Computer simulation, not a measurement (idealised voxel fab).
A process module follows: voxel self aligned vias.
It is cross-section cut that appears here, measuring 275 nm in width, its square cells being 5 nm in size.
A cross-section is a grid of square cells, given in bands from the top down. A band is one or more rows of cells. This entry defines a band. It first specifies the height of the band's top and the height of its bottom in nm, and then specifies the band's materials from left to right, stating each material with its width in nm. The word "throughout" identifies a single material that fills the band from edge to edge, while the word "empty" identifies empty space. Heights are reckoned from 0. Under this level, the received wafer is all of one material. The bottommost band is open-ended downward, for example "0 -> down". The expression "30..40" gives the width at the extremes of the band, the first number at its top row of cells and the second at its bottom row, with the width changing by equal amounts from each row to the next in between. Step note "nothing different" = no cross-section cell changed. If an empty space has no open way to the top and is at least 8 cells in size, "Enclosed void catalog" lists it, written width x height at distance, where distance is measured from the left edge and every value is in nm. Formally, on a step line, whatever follows the settings is a remark that the simulator itself makes on the step. "overlay nm" answers the question of how far to the right of plan the mask lay on a step that has a mask, and when it is negative the answer is to the left. Layout of what follows: cross-section pairs, each bracketing one process step, the after cross-section shown only to the lowest band that changed, the step between and its settings noted under each pair. Pairs may originate in different runs of this module on the same starting wafer; a pair continues from the pair above only where its entry headed "Pre-step section" says so.

**Pre-step section**
    70 -> 50 = 55 nm lowk | 40 nm empty | 20 nm lowk | 40 nm empty | 20 nm lowk | 40 nm empty | 60 nm lowk
    50 -> 45 = 65 nm lowk | 20 nm empty | 40 nm lowk | 20 nm empty | 40 nm lowk | 20 nm empty | 70 nm lowk
    45 -> 25 = 65 nm lowk | 5 nm TiN | 10 nm W | 5 nm TiN | 40 nm lowk | 5 nm TiN | 10 nm W | 5 nm TiN | 40 nm lowk | 5 nm TiN | 10 nm W | 5 nm TiN | 70 nm lowk
    25 -> 20 = 65 nm lowk | 20 nm TiN | 40 nm lowk | 20 nm TiN | 40 nm lowk | 20 nm TiN | 70 nm lowk
    20 -> 15 = SiCN throughout
    15 -> 0 = SiO2 throughout
    0 -> down = Si throughout
    Enclosed void catalog: none

**Resulting Structure**
    75 -> 70 = 60 nm TiN | 30 nm empty | 30 nm TiN | 30 nm empty | 30 nm TiN | 30 nm empty | 65 nm TiN
    70 -> 55 = 55 nm lowk | 5 nm TiN | 30 nm empty | 5 nm TiN | 20 nm lowk | 5 nm TiN | 30 nm empty | 5 nm TiN | 20 nm lowk | 5 nm TiN | 30 nm empty | 5 nm TiN | 60 nm lowk
    55 -> 50 = 55 nm lowk | 15 nm TiN | 10 nm empty | 15 nm TiN | 20 nm lowk | 15 nm TiN | 10 nm empty | 15 nm TiN | 20 nm lowk | 15 nm TiN | 10 nm empty | 15 nm TiN | 60 nm lowk
    50 -> 45 = 65 nm lowk | 20 nm TiN | 40 nm lowk | 20 nm TiN | 40 nm lowk | 20 nm TiN | 70 nm lowk
    Under 45: no change, same as before.
    Enclosed void catalog: none
The process step separating the two cross-sections depicted above is as follows: CONFORMAL_DEP, material TiN, thk nm 5

Pre-step section: The structure entering this step is exactly what the pair just above shows after its step.

**Resulting Structure**
    85 -> 75 = Cu throughout
    75 -> 70 = 60 nm TiN | 30 nm Cu | 30 nm TiN | 30 nm Cu | 30 nm TiN | 30 nm Cu | 65 nm TiN
    70 -> 55 = 55 nm lowk | 5 nm TiN | 30 nm Cu | 5 nm TiN | 20 nm lowk | 5 nm TiN | 30 nm Cu | 5 nm TiN | 20 nm lowk | 5 nm TiN | 30 nm Cu | 5 nm TiN | 60 nm lowk
    55 -> 50 = 55 nm lowk | 15 nm TiN | 10 nm Cu | 15 nm TiN | 20 nm lowk | 15 nm TiN | 10 nm Cu | 15 nm TiN | 20 nm lowk | 15 nm TiN | 10 nm Cu | 15 nm TiN | 60 nm lowk
    Under 50: no change, same as before.
    Enclosed void catalog: none
The process step separating the two cross-sections depicted above is as follows: FILL_DEP, material Cu, thk nm 10

Pre-step section: The structure entering this step is exactly what the pair just above shows after its step.

**Resulting Structure**
    70 -> 55 = 55 nm lowk | 5 nm TiN | 30 nm Cu | 5 nm TiN | 20 nm lowk | 5 nm TiN | 30 nm Cu | 5 nm TiN | 20 nm lowk | 5 nm TiN | 30 nm Cu | 5 nm TiN | 60 nm lowk
    Under 55: no change, same as before.
    Enclosed void catalog: none
The process step separating the two cross-sections depicted above is as follows: CMP, height nm 70

Pre-step section: The structure entering this step is exactly what the pair just above shows after its step.

**Resulting Structure**
    75 -> 70 = SiN throughout
    Under 70: no change, same as before.
    Enclosed void catalog: none
The process step separating the two cross-sections depicted above is as follows: CONFORMAL_DEP, material SiN, thk nm 5

**Pre-step section**
    70 -> 50 = lowk throughout
    50 -> 45 = 65 nm lowk | 20 nm SiN | 40 nm lowk | 20 nm SiN | 40 nm lowk | 20 nm SiN | 70 nm lowk
    45 -> 25 = 65 nm lowk | 5 nm TiN | 10 nm W | 5 nm TiN | 40 nm lowk | 5 nm TiN | 10 nm W | 5 nm TiN | 40 nm lowk | 5 nm TiN | 10 nm W | 5 nm TiN | 70 nm lowk
    25 -> 20 = 65 nm lowk | 20 nm TiN | 40 nm lowk | 20 nm TiN | 40 nm lowk | 20 nm TiN | 70 nm lowk
    20 -> 15 = SiCN throughout
    15 -> 0 = SiO2 throughout
    0 -> down = Si throughout
    Enclosed void catalog: none

**Resulting Structure**
    70 -> 50 = 65 nm lowk | 30 nm empty | 30 nm lowk | 30 nm empty | 30 nm lowk | 30 nm empty | 60 nm lowk
    Under 50: no change, same as before.
    Enclosed void catalog: none
The process step separating the two cross-sections depicted above is as follows: MASKED_ETCH, tone open, mask id VIAS, width nm 30, pitch nm 60, etch materials lowk, depth nm 20, overlay nm 5

Pre-step section: The structure entering this step is exactly what the pair just above shows after its step.

**Resulting Structure**
    70 -> 50 = 65 nm lowk | 30 nm empty | 30 nm lowk | 30 nm empty | 30 nm lowk | 30 nm empty | 60 nm lowk
    50 -> 45 = 65 nm lowk | 20 nm empty | 40 nm lowk | 20 nm empty | 40 nm lowk | 20 nm empty | 70 nm lowk
    Under 45: no change, same as before.
    Enclosed void catalog: none
The process step separating the two cross-sections depicted above is as follows: MASKED_ETCH, tone open, mask id VIAS, width nm 30, pitch nm 60, etch materials SiN, depth nm 5, overlay nm 0

Pre-step section: The structure entering this step is exactly what the pair just above shows after its step.

**Resulting Structure**
    75 -> 70 = 70 nm TiN | 20 nm empty | 40 nm TiN | 20 nm empty | 40 nm TiN | 20 nm empty | 65 nm TiN
    70 -> 55 = 65 nm lowk | 5 nm TiN | 20 nm empty | 5 nm TiN | 30 nm lowk | 5 nm TiN | 20 nm empty | 5 nm TiN | 30 nm lowk | 5 nm TiN | 20 nm empty | 5 nm TiN | 60 nm lowk
    55 -> 50 = 65 nm lowk | 5 nm TiN | 10 nm empty | 15 nm TiN | 30 nm lowk | 5 nm TiN | 10 nm empty | 15 nm TiN | 30 nm lowk | 5 nm TiN | 10 nm empty | 15 nm TiN | 60 nm lowk
    50 -> 45 = 65 nm lowk | 20 nm TiN | 40 nm lowk | 20 nm TiN | 40 nm lowk | 20 nm TiN | 70 nm lowk
    Under 45: no change, same as before.
    Enclosed void catalog: none
The process step separating the two cross-sections depicted above is as follows: CONFORMAL_DEP, material TiN, thk nm 5

Pre-step section: The structure entering this step is exactly what the pair just above shows after its step.

**Resulting Structure**
    85 -> 75 = Cu throughout
    75 -> 70 = 70 nm TiN | 20 nm Cu | 40 nm TiN | 20 nm Cu | 40 nm TiN | 20 nm Cu | 65 nm TiN
    70 -> 55 = 65 nm lowk | 5 nm TiN | 20 nm Cu | 5 nm TiN | 30 nm lowk | 5 nm TiN | 20 nm Cu | 5 nm TiN | 30 nm lowk | 5 nm TiN | 20 nm Cu | 5 nm TiN | 60 nm lowk
    55 -> 50 = 65 nm lowk | 5 nm TiN | 10 nm Cu | 15 nm TiN | 30 nm lowk | 5 nm TiN | 10 nm Cu | 15 nm TiN | 30 nm lowk | 5 nm TiN | 10 nm Cu | 15 nm TiN | 60 nm lowk
    Under 50: no change, same as before.
    Enclosed void catalog: none
The process step separating the two cross-sections depicted above is as follows: FILL_DEP, material Cu, thk nm 10

Pre-step section: The structure entering this step is exactly what the pair just above shows after its step.

**Resulting Structure**
    70 -> 55 = 65 nm lowk | 5 nm TiN | 20 nm Cu | 5 nm TiN | 30 nm lowk | 5 nm TiN | 20 nm Cu | 5 nm TiN | 30 nm lowk | 5 nm TiN | 20 nm Cu | 5 nm TiN | 60 nm lowk
    Under 55: no change, same as before.
    Enclosed void catalog: none
The process step separating the two cross-sections depicted above is as follows: CMP, height nm 70

Pre-step section: The structure entering this step is exactly what the pair just above shows after its step.

**Resulting Structure**
    75 -> 70 = SiN throughout
    Under 70: no change, same as before.
    Enclosed void catalog: none
The process step separating the two cross-sections depicted above is as follows: CONFORMAL_DEP, material SiN, thk nm 5

**Pre-step section**
    0 -> down = Si throughout
    Enclosed void catalog: none

**Resulting Structure**
    15 -> 0 = aC throughout
    Under 0: no change, same as before.
    Enclosed void catalog: none
The process step separating the two cross-sections depicted above is as follows: CONFORMAL_DEP, material aC, thk nm 15

Pre-step section: The structure entering this step is exactly what the pair just above shows after its step.

**Resulting Structure**
    20 -> 15 = SiCN throughout
    Under 15: no change, same as before.
    Enclosed void catalog: none
The process step separating the two cross-sections depicted above is as follows: CONFORMAL_DEP, material SiCN, thk nm 5

Pre-step section: The structure entering this step is exactly what the pair just above shows after its step.

**Resulting Structure**
    50 -> 20 = lowk throughout
    Under 20: no change, same as before.
    Enclosed void catalog: none
The process step separating the two cross-sections depicted above is as follows: DIRECTIONAL_DEP, material lowk, thk nm 30

Pre-step section: The structure entering this step is exactly what the pair just above shows after its step.

**Resulting Structure**
    65 -> 50 = aC throughout
    Under 50: no change, same as before.
    Enclosed void catalog: none
The process step separating the two cross-sections depicted above is as follows: DIRECTIONAL_DEP, material aC, thk nm 15

Pre-step section: The structure entering this step is exactly what the pair just above shows after its step.

**Resulting Structure**
    100 -> 65 = 65 nm resist | 20 nm empty | 40 nm resist | 20 nm empty | 40 nm resist | 20 nm empty | 70 nm resist
    Under 65: no change, same as before.
    Enclosed void catalog: none
The process step separating the two cross-sections depicted above is as follows: PATTERN, tone open, mask id LINES, material resist, width nm 20, pitch nm 60, thk nm 35, overlay nm 0

Pre-step section: The structure entering this step is exactly what the pair just above shows after its step.

**Resulting Structure**
    85 -> 65 = 65 nm resist | 20 nm empty | 40 nm resist | 20 nm empty | 40 nm resist | 20 nm empty | 70 nm resist
    65 -> 50 = 65 nm aC | 20 nm empty | 40 nm aC | 20 nm empty | 40 nm aC | 20 nm empty | 70 nm aC
    Under 50: no change, same as before.
    Enclosed void catalog: none
The process step separating the two cross-sections depicted above is as follows: DIRECTIONAL_ETCH, etch materials aC, depth nm 15

Pre-step section: The structure entering this step is exactly what the pair just above shows after its step.

**Resulting Structure**
    65 -> 50 = 65 nm aC | 20 nm empty | 40 nm aC | 20 nm empty | 40 nm aC | 20 nm empty | 70 nm aC
    Under 50: no change, same as before.
    Enclosed void catalog: none
The process step separating the two cross-sections depicted above is as follows: STRIP, etch materials resist

Pre-step section: The structure entering this step is exactly what the pair just above shows after its step.

**Resulting Structure**
    65 -> 50 = 65 nm aC | 20 nm empty | 40 nm aC | 20 nm empty | 40 nm aC | 20 nm empty | 70 nm aC
    50 -> 20 = 65 nm lowk | 20 nm empty | 40 nm lowk | 20 nm empty | 40 nm lowk | 20 nm empty | 70 nm lowk
    Under 20: no change, same as before.
    Enclosed void catalog: none
The process step separating the two cross-sections depicted above is as follows: DIRECTIONAL_ETCH, etch materials lowk, depth nm 30

Pre-step section: The structure entering this step is exactly what the pair just above shows after its step.

**Resulting Structure**
    50 -> 20 = 65 nm lowk | 20 nm empty | 40 nm lowk | 20 nm empty | 40 nm lowk | 20 nm empty | 70 nm lowk
    Under 20: no change, same as before.
    Enclosed void catalog: none
The process step separating the two cross-sections depicted above is as follows: STRIP, etch materials aC

Pre-step section: The structure entering this step is exactly what the pair just above shows after its step.

**Resulting Structure**
    55 -> 50 = 70 nm TiN | 10 nm empty | 50 nm TiN | 10 nm empty | 50 nm TiN | 10 nm empty | 75 nm TiN
    50 -> 25 = 65 nm lowk | 5 nm TiN | 10 nm empty | 5 nm TiN | 40 nm lowk | 5 nm TiN | 10 nm empty | 5 nm TiN | 40 nm lowk | 5 nm TiN | 10 nm empty | 5 nm TiN | 70 nm lowk
    25 -> 20 = 65 nm lowk | 20 nm TiN | 40 nm lowk | 20 nm TiN | 40 nm lowk | 20 nm TiN | 70 nm lowk
    Under 20: no change, same as before.
    Enclosed void catalog: none
The process step separating the two cross-sections depicted above is as follows: CONFORMAL_DEP, material TiN, thk nm 5

Pre-step section: The structure entering this step is exactly what the pair just above shows after its step.

**Resulting Structure**
    65 -> 55 = W throughout
    55 -> 50 = 70 nm TiN | 10 nm W | 50 nm TiN | 10 nm W | 50 nm TiN | 10 nm W | 75 nm TiN
    50 -> 25 = 65 nm lowk | 5 nm TiN | 10 nm W | 5 nm TiN | 40 nm lowk | 5 nm TiN | 10 nm W | 5 nm TiN | 40 nm lowk | 5 nm TiN | 10 nm W | 5 nm TiN | 70 nm lowk
    Under 25: no change, same as before.
    Enclosed void catalog: none
The process step separating the two cross-sections depicted above is as follows: FILL_DEP, material W, thk nm 10

Pre-step section: The structure entering this step is exactly what the pair just above shows after its step.

**Resulting Structure**
    50 -> 25 = 65 nm lowk | 5 nm TiN | 10 nm W | 5 nm TiN | 40 nm lowk | 5 nm TiN | 10 nm W | 5 nm TiN | 40 nm lowk | 5 nm TiN | 10 nm W | 5 nm TiN | 70 nm lowk
    Under 25: no change, same as before.
    Enclosed void catalog: none
The process step separating the two cross-sections depicted above is as follows: CMP, height nm 50

Pre-step section: The structure entering this step is exactly what the pair just above shows after its step.

**Resulting Structure**
    50 -> 45 = 65 nm lowk | 20 nm empty | 40 nm lowk | 20 nm empty | 40 nm lowk | 20 nm empty | 70 nm lowk
    Under 45: no change, same as before.
    Enclosed void catalog: none
The process step separating the two cross-sections depicted above is as follows: SELECTIVE_ETCH, etch materials W Ru TiN, depth nm 5

Pre-step section: The structure entering this step is exactly what the pair just above shows after its step.

**Resulting Structure**
    55 -> 50 = SiN throughout
    50 -> 45 = 65 nm lowk | 20 nm SiN | 40 nm lowk | 20 nm SiN | 40 nm lowk | 20 nm SiN | 70 nm lowk
    Under 45: no change, same as before.
    Enclosed void catalog: none
The process step separating the two cross-sections depicted above is as follows: FILL_DEP, material SiN, thk nm 5

Pre-step section: The structure entering this step is exactly what the pair just above shows after its step.

**Resulting Structure**
    50 -> 45 = 65 nm lowk | 20 nm SiN | 40 nm lowk | 20 nm SiN | 40 nm lowk | 20 nm SiN | 70 nm lowk
    Under 45: no change, same as before.
    Enclosed void catalog: none
The process step separating the two cross-sections depicted above is as follows: CMP, height nm 50

Pre-step section: The structure entering this step is exactly what the pair just above shows after its step.

**Resulting Structure**
    70 -> 50 = lowk throughout
    Under 50: no change, same as before.
    Enclosed void catalog: none
The process step separating the two cross-sections depicted above is as follows: DIRECTIONAL_DEP, material lowk, thk nm 20

Pre-step section: The structure entering this step is exactly what the pair just above shows after its step.

**Resulting Structure**
    70 -> 50 = 60 nm lowk | 30 nm empty | 30 nm lowk | 30 nm empty | 30 nm lowk | 30 nm empty | 65 nm lowk
    Under 50: no change, same as before.
    Enclosed void catalog: none
The process step separating the two cross-sections depicted above is as follows: MASKED_ETCH, tone open, mask id VIAS, width nm 30, pitch nm 60, etch materials lowk, depth nm 20, overlay nm 0

Pre-step section: The structure entering this step is exactly what the pair just above shows after its step.

**Resulting Structure**
    70 -> 50 = 60 nm lowk | 30 nm empty | 30 nm lowk | 30 nm empty | 30 nm lowk | 30 nm empty | 65 nm lowk
    50 -> 45 = 65 nm lowk | 20 nm empty | 40 nm lowk | 20 nm empty | 40 nm lowk | 20 nm empty | 70 nm lowk
    Under 45: no change, same as before.
    Enclosed void catalog: none
The process step separating the two cross-sections depicted above is as follows: MASKED_ETCH, tone open, mask id VIAS, width nm 30, pitch nm 60, etch materials SiN, depth nm 5, overlay nm 0

Pre-step section: The structure entering this step is exactly what the pair just above shows after its step.

**Resulting Structure**
    75 -> 70 = 65 nm TiN | 20 nm empty | 40 nm TiN | 20 nm empty | 40 nm TiN | 20 nm empty | 70 nm TiN
    70 -> 55 = 60 nm lowk | 5 nm TiN | 20 nm empty | 5 nm TiN | 30 nm lowk | 5 nm TiN | 20 nm empty | 5 nm TiN | 30 nm lowk | 5 nm TiN | 20 nm empty | 5 nm TiN | 65 nm lowk
    55 -> 50 = 60 nm lowk | 10 nm TiN | 10 nm empty | 10 nm TiN | 30 nm lowk | 10 nm TiN | 10 nm empty | 10 nm TiN | 30 nm lowk | 10 nm TiN | 10 nm empty | 10 nm TiN | 65 nm lowk
    50 -> 45 = 65 nm lowk | 20 nm TiN | 40 nm lowk | 20 nm TiN | 40 nm lowk | 20 nm TiN | 70 nm lowk
    Under 45: no change, same as before.
    Enclosed void catalog: none
The process step separating the two cross-sections depicted above is as follows: CONFORMAL_DEP, material TiN, thk nm 5

Pre-step section: The structure entering this step is exactly what the pair just above shows after its step.

**Resulting Structure**
    85 -> 75 = Cu throughout
    75 -> 70 = 65 nm TiN | 20 nm Cu | 40 nm TiN | 20 nm Cu | 40 nm TiN | 20 nm Cu | 70 nm TiN
    70 -> 55 = 60 nm lowk | 5 nm TiN | 20 nm Cu | 5 nm TiN | 30 nm lowk | 5 nm TiN | 20 nm Cu | 5 nm TiN | 30 nm lowk | 5 nm TiN | 20 nm Cu | 5 nm TiN | 65 nm lowk
    55 -> 50 = 60 nm lowk | 10 nm TiN | 10 nm Cu | 10 nm TiN | 30 nm lowk | 10 nm TiN | 10 nm Cu | 10 nm TiN | 30 nm lowk | 10 nm TiN | 10 nm Cu | 10 nm TiN | 65 nm lowk
    Under 50: no change, same as before.
    Enclosed void catalog: none
The process step separating the two cross-sections depicted above is as follows: FILL_DEP, material Cu, thk nm 10

Pre-step section: The structure entering this step is exactly what the pair just above shows after its step.

**Resulting Structure**
    70 -> 55 = 60 nm lowk | 5 nm TiN | 20 nm Cu | 5 nm TiN | 30 nm lowk | 5 nm TiN | 20 nm Cu | 5 nm TiN | 30 nm lowk | 5 nm TiN | 20 nm Cu | 5 nm TiN | 65 nm lowk
    Under 55: no change, same as before.
    Enclosed void catalog: none
The process step separating the two cross-sections depicted above is as follows: CMP, height nm 70

Pre-step section: The structure entering this step is exactly what the pair just above shows after its step.

**Resulting Structure**
    75 -> 70 = SiN throughout
    Under 70: no change, same as before.
    Enclosed void catalog: none
The process step separating the two cross-sections depicted above is as follows: CONFORMAL_DEP, material SiN, thk nm 5

**Pre-step section**
    70 -> 50 = lowk throughout
    50 -> 45 = 65 nm lowk | 20 nm SiN | 40 nm lowk | 20 nm SiN | 40 nm lowk | 20 nm SiN | 70 nm lowk
    45 -> 25 = 65 nm lowk | 5 nm TiN | 10 nm W | 5 nm TiN | 40 nm lowk | 5 nm TiN | 10 nm W | 5 nm TiN | 40 nm lowk | 5 nm TiN | 10 nm W | 5 nm TiN | 70 nm lowk
    25 -> 20 = 65 nm lowk | 20 nm TiN | 40 nm lowk | 20 nm TiN | 40 nm lowk | 20 nm TiN | 70 nm lowk
    20 -> 15 = SiCN throughout
    15 -> 0 = SiO2 throughout
    0 -> down = Si throughout
    Enclosed void catalog: none

**Resulting Structure**
    70 -> 50 = 60 nm empty | 30 nm lowk | 30 nm empty | 30 nm lowk | 30 nm empty | 30 nm lowk | 65 nm empty
    Under 50: no change, same as before.
    Enclosed void catalog: none
The process step separating the two cross-sections depicted above is as follows: MASKED_ETCH, tone cover, mask id VIAS, width nm 30, pitch nm 60, etch materials lowk, depth nm 20, overlay nm 0

Pre-step section: The structure entering this step is exactly what the pair just above shows after its step.

**Resulting Structure**
    75 -> 70 = 55 nm empty | 40 nm TiN | 20 nm empty | 40 nm TiN | 20 nm empty | 40 nm TiN | 60 nm empty
    70 -> 55 = 55 nm empty | 5 nm TiN | 30 nm lowk | 5 nm TiN | 20 nm empty | 5 nm TiN | 30 nm lowk | 5 nm TiN | 20 nm empty | 5 nm TiN | 30 nm lowk | 5 nm TiN | 60 nm empty
    55 -> 50 = 60 nm TiN | 30 nm lowk | 30 nm TiN | 30 nm lowk | 30 nm TiN | 30 nm lowk | 65 nm TiN
    Under 50: no change, same as before.
    Enclosed void catalog: none
The process step separating the two cross-sections depicted above is as follows: CONFORMAL_DEP, material TiN, thk nm 5

Pre-step section: The structure entering this step is exactly what the pair just above shows after its step.

**Resulting Structure**
    85 -> 75 = Cu throughout
    75 -> 70 = 55 nm Cu | 40 nm TiN | 20 nm Cu | 40 nm TiN | 20 nm Cu | 40 nm TiN | 60 nm Cu
    70 -> 55 = 55 nm Cu | 5 nm TiN | 30 nm lowk | 5 nm TiN | 20 nm Cu | 5 nm TiN | 30 nm lowk | 5 nm TiN | 20 nm Cu | 5 nm TiN | 30 nm lowk | 5 nm TiN | 60 nm Cu
    Under 55: no change, same as before.
    Enclosed void catalog: none
The process step separating the two cross-sections depicted above is as follows: FILL_DEP, material Cu, thk nm 10

Pre-step section: The structure entering this step is exactly what the pair just above shows after its step.

**Resulting Structure**
    70 -> 55 = 55 nm Cu | 5 nm TiN | 30 nm lowk | 5 nm TiN | 20 nm Cu | 5 nm TiN | 30 nm lowk | 5 nm TiN | 20 nm Cu | 5 nm TiN | 30 nm lowk | 5 nm TiN | 60 nm Cu
    Under 55: no change, same as before.
    Enclosed void catalog: none
The process step separating the two cross-sections depicted above is as follows: CMP, height nm 70

Pre-step section: The structure entering this step is exactly what the pair just above shows after its step.

**Resulting Structure**
    75 -> 70 = SiN throughout
    Under 70: no change, same as before.
    Enclosed void catalog: none
The process step separating the two cross-sections depicted above is as follows: CONFORMAL_DEP, material SiN, thk nm 5
